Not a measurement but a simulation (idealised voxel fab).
Process module under the name voxel double patterning
Square cells of 5 nm make up the cross-section cut, whose width is 175 nm.
Cross-section format: a grid of square cells, given as bands from top to bottom; each band is one or more rows of cells.
Each band's line starts with the height of the band's top and of its bottom, in nm. Then come its materials from left to right, each with its width in nm. One material with "edge to edge" fills the band from edge to edge. "blank" is empty space.
Heights are measured from 0, the level below which the as-received wafer is all one material; the lowest band has no bottom and continues downward, written as in "0 nm and below".
The notation "30->40" denotes a width that varies across the rows of cells in the band, beginning at the first number in the top row, finishing at the second number in the bottom row, and changing by an identical amount from each row to the next.
Reading "no change" for a step: not a cell of the cross-section changed in it.
Closed-off voids of 8+ cells (no open route to the top) go in "Trapped voids", written width x height at distance from the left edge, in nm.
On each step's line, the part that comes after the settings is the simulator's own comment on the step.
overlay nm: mask right of planned place by this much (step with mask). Neg. = left.
So here's the lineup of process steps we planned
- 1: RECEIVE,material Si
- 2: CONFORMAL_DEP,material SiO2,thk nm 10
- 3: DIRECTIONAL_DEP,material W,thk nm 10
- 4: DIRECTIONAL_DEP,material SiCN,thk nm 5
- 5: DIRECTIONAL_DEP,material aC,thk nm 10
- 6: PATTERN,tone open,mask id FIRST,material resist,width nm 15,pitch nm 50,thk nm 25,overlay nm 0
- 7: DIRECTIONAL_ETCH,etch materials aC,depth nm 10
- 8: STRIP,etch materials resist
- 9: DIRECTIONAL_ETCH,etch materials SiCN,depth nm 5
- 10: STRIP,etch materials aC
- 11: PATTERN,tone open,mask id SECOND,material resist,width nm 15,pitch nm 50,thk nm 15,overlay nm 0
- 12: DIRECTIONAL_ETCH,etch materials SiCN,depth nm 5
- 13: STRIP,etch materials resist
- 14: DIRECTIONAL_ETCH,etch materials W,depth nm 10
- 15: STRIP,etch materials SiCN
So this is the incoming wafer in cross-section - it's already been through step 1
0 nm and below | Si edge to edge
Trapped voids: none
Post-module cross-section of the first of two wafers (run per plan)
20 nm to 10 nm | 30 of W; 15 of blank; 10 of W; 15 of blank; 10 of W; 15 of blank; 10 of W; 15 of blank; 10 of W; 15 of blank; 30 of W
10 nm to 0 nm | SiO2 edge to edge
0 nm and below | Si edge to edge
Trapped voids: none
This cross-section belongs to the second wafer of two at the end of the module; the start and the plan were shared with the first, and the run included one mistake
20 nm to 10 nm | 30 of W; 15 of blank; 15 of W; 15 of blank; 5 of W; 15 of blank; 15 of W; 15 of blank; 5 of W; 15 of blank; 30 of W
10 nm to 0 nm | SiO2 edge to edge
0 nm and below | Si edge to edge
Trapped voids: none
Plan not followed: the process deviated at step 11: the operation and settings actually run there were PATTERN,tone open,mask id SECOND,material resist,width nm 15,pitch nm 50,thk nm 15,overlay nm 5
Tallied in cells, the final second wafer holds each material in the same quantity as the first, although not at the same places.
